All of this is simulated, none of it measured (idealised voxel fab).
The following process module bears the name voxel self aligned vias.
Cross-section cut: width 260 nm, square cells of 5 nm.
Cross-section = grid of square cells, listed top down in bands; band = one or more rows.
Each band's line starts with the height of the band's top and of its bottom, in nm. Then come its materials from left to right, each with its width in nm. One material with "all across" fills the band from edge to edge. "blank" is empty space.
The reference from which all heights are counted is 0, the level beneath which the as-received wafer is entirely one material; the lowest band, having no lower bound, proceeds downward and is written after the example "from 0 down".
Quick explanation for "30 to 40": the width changes in equal steps down the rows of cells, from the first number in the band's top row to the second number in its bottom row.
You'll sometimes find "no alteration" written for a step, and that's the way of saying that nowhere in the cross-section did a cell change during that step.
This entry, "Unvented cavities", enumerates those empty regions of no fewer than 8 cells that possess no open connection to the top. Each region is reported in the form width x height at distance, the distance being taken from the left edge, with all three quantities expressed in nm.
Where a step's line continues beyond its settings, the continuation is a remark by the simulator itself on that step.
overlay nm: how far to the right of its planned place the mask lay on this masked step (negative: to the left).
SET OUT BELOW ARE THE PLANNED STEPS OF THE PROCESS
1,RECEIVE with material Si
2,CONFORMAL_DEP with material SiO2, thk nm 10
3,CONFORMAL_DEP with material SiCN, thk nm 5
4,DIRECTIONAL_DEP with material lowk, thk nm 30
5,DIRECTIONAL_DEP with material aC, thk nm 15
6,PATTERN with tone open, mask id LINES, material resist, width nm 20, pitch nm 60, thk nm 30, overlay nm 0
7,DIRECTIONAL_ETCH with etch materials aC, depth nm 15
8,STRIP with etch materials resist
9,DIRECTIONAL_ETCH with etch materials lowk, depth nm 30
10,STRIP with etch materials aC
11,CONFORMAL_DEP with material TiN, thk nm 5
12,FILL_DEP with material Ru, thk nm 5
13,CMP with height nm 45
14,SELECTIVE_ETCH with etch materials W Ru TiN, depth nm 5
15,FILL_DEP with material SiN, thk nm 5
16,CMP with height nm 45
17,DIRECTIONAL_DEP with material lowk, thk nm 20
18,MASKED_ETCH with tone open, mask id VIAS, width nm 40, pitch nm 60, etch materials lowk, depth nm 20, overlay nm 0
19,MASKED_ETCH with tone open, mask id VIAS, width nm 40, pitch nm 60, etch materials SiN, depth nm 5, overlay nm 0
20,CONFORMAL_DEP with material TiN, thk nm 5
21,FILL_DEP with material W, thk nm 5
22,CMP with height nm 65
23,CONFORMAL_DEP with material SiN, thk nm 5
INCOMING WAFER, CROSS-SECTIONAL VIEW, POST STEP 1
	from 0 down = Si all across
	Unvented cavities: none
LOOKING AT THE FIRST OF TWO WAFERS IN CROSS-SECTION AT END OF MODULE - RAN TO PLAN
	from 70 to 65 = SiN all across
	from 65 to 50 = lowk 80 nm, then TiN 5 nm, then W 30 nm, then TiN 5 nm, then lowk 20 nm, then TiN 5 nm, then W 30 nm, then TiN 5 nm, then lowk 80 nm
	from 50 to 45 = lowk 80 nm, then TiN 15 nm, then W 10 nm, then TiN 15 nm, then lowk 20 nm, then TiN 15 nm, then W 10 nm, then TiN 15 nm, then lowk 80 nm
	from 45 to 40 = lowk 90 nm, then TiN 20 nm, then lowk 40 nm, then TiN 20 nm, then lowk 90 nm
	from 40 to 20 = lowk 90 nm, then TiN 5 nm, then Ru 10 nm, then TiN 5 nm, then lowk 40 nm, then TiN 5 nm, then Ru 10 nm, then TiN 5 nm, then lowk 90 nm
	from 20 to 15 = lowk 90 nm, then TiN 20 nm, then lowk 40 nm, then TiN 20 nm, then lowk 90 nm
	from 15 to 10 = SiCN all across
	from 10 to 0 = SiO2 all across
	from 0 down = Si all across
	Unvented cavities: none
WAFER TWO, END OF MODULE, CROSS-SECTION. SAME START, SAME PLAN AS WAFER ONE. ONE MISTAKE IN THE RUN
	from 70 to 65 = SiN all across
	from 65 to 45 = lowk 80 nm, then TiN 5 nm, then W 30 nm, then TiN 5 nm, then lowk 20 nm, then TiN 5 nm, then W 30 nm, then TiN 5 nm, then lowk 80 nm
	from 45 to 40 = SiN 80 nm, then TiN 40 nm, then SiN 20 nm, then TiN 40 nm, then SiN 80 nm
	from 40 to 35 = TiN 95 nm, then Ru 10 nm, then TiN 50 nm, then Ru 10 nm, then TiN 95 nm
	from 35 to 10 = lowk 90 nm, then TiN 5 nm, then Ru 10 nm, then TiN 5 nm, then lowk 40 nm, then TiN 5 nm, then Ru 10 nm, then TiN 5 nm, then lowk 90 nm
	from 10 to 5 = lowk 90 nm, then TiN 20 nm, then lowk 40 nm, then TiN 20 nm, then lowk 90 nm
	from 5 to 0 = SiCN all across
	from 0 down = Si all across
	Unvented cavities: none
The mistake made against the process plan was this: skipped: plan step 2 (never run)
Counted in cells at the end, the second wafer holds more or fewer of these materials than the first: Ru +8 | SiN +36 | SiO2 -104 | TiN +52 | W +8
